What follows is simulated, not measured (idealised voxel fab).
Module name: voxel self aligned contacts (process module)
Each square cell in cross-section cut measures 5 nm, and the section as a whole is 255 nm wide.
Cross-section format: a grid of square cells, given as bands from top to bottom; each band is one or more rows of cells. Look at the band entry: it leads with the top's height and the bottom's height in nm. Then it lists the materials left to right, with a width in nm for each. The word "full width" on a single material says that material fills the band edge to edge. The word "empty" is empty space. A quick word on heights: they are counted from 0, and under that level the wafer as it came to us is one material throughout. The lowest band is different from the rest in having no bottom; it simply continues downward, written as in "0 down". It should be noted that a width expressed as "30 to 40" varies in equal increments from row to row of cells within the band, taking the value of the first number at the top row and that of the second number at the bottom row. Where a step carries "no alteration", the cross-section came out of it unchanged, cell for cell. Closed-off voids of 8+ cells (no open route to the top) go in "Voids, enclosed", written width x height at distance from the left edge, in nm. Read whatever lies past the settings on a step's line as the simulator's own remark about the step. overlay nm: right-of-plan distance of the mask on a masked step; negative values mean left-of-plan.

## Process steps - plan
- 1: RECEIVE with material Si
- 2: OXIDIZE with depth nm 5
- 3: DIRECTIONAL_DEP with material polySi, thk nm 25
- 4: DIRECTIONAL_DEP with material SiN, thk nm 20
- 5: MASKED_ETCH with tone cover, mask id GATE, width nm 35, pitch nm 70, etch materials SiN, depth nm 20, overlay nm 0
- 6: MASKED_ETCH with tone cover, mask id GATE, width nm 25, pitch nm 70, etch materials polySi, depth nm 25, overlay nm 0
- 7: CONFORMAL_DEP with material SiN, thk nm 5
- 8: DIRECTIONAL_ETCH with etch materials SiN, depth nm 5
- 9: FILL_DEP with material SiO2, thk nm 10
- 10: CMP with height nm 50
- 11: DIRECTIONAL_DEP with material aC, thk nm 10
- 12: PATTERN with tone open, mask id CONTACT, material resist, width nm 45, thk nm 30, overlay nm 0
- 13: DIRECTIONAL_ETCH with etch materials aC, depth nm 10
- 14: STRIP with etch materials resist
- 15: DIRECTIONAL_ETCH with etch materials SiO2, depth nm 55
- 16: STRIP with etch materials aC
- 17: CONFORMAL_DEP with material TiN, thk nm 5
- 18: FILL_DEP with material W, thk nm 5
- 19: CMP with height nm 50
- 20: CONFORMAL_DEP with material SiCN, thk nm 5
Be aware that, although all wafers share a common starting state, the width nm at step 6 differs among them, and the plan displays the first wafer's value.

## The as-received cross-section of the first of several wafers corresponds to the state after step 1
> 0 down: Si full width
> Voids, enclosed: none

## Tabulated below, wafer by wafer, are the end-of-module results: for each material, the number of cells gained (+) or lost (-) relative to the as-received state, followed by the closed voids
width nm 25; -51 Si; +51 SiCN; +92 SiN; +340 SiO2; +29 TiN; +30 W; +70 polySi; Voids, enclosed: none
width nm 30; -51 Si; +51 SiCN; +92 SiN; +340 SiO2; +29 TiN; +30 W; +70 polySi; Voids, enclosed: none
width nm 35; -51 Si; +51 SiCN; +92 SiN; +340 SiO2; +29 TiN; +30 W; +70 polySi; Voids, enclosed: none
width nm 40; -51 Si; +51 SiCN; +92 SiN; +336 SiO2; +29 TiN; +24 W; +80 polySi; Voids, enclosed: none
width nm 45; -51 Si; +51 SiCN; +92 SiN; +332 SiO2; +29 TiN; +18 W; +90 polySi; Voids, enclosed: none
width nm 50; -51 Si; +51 SiCN; +92 SiN; +328 SiO2; +29 TiN; +12 W; +100 polySi; Voids, enclosed: none
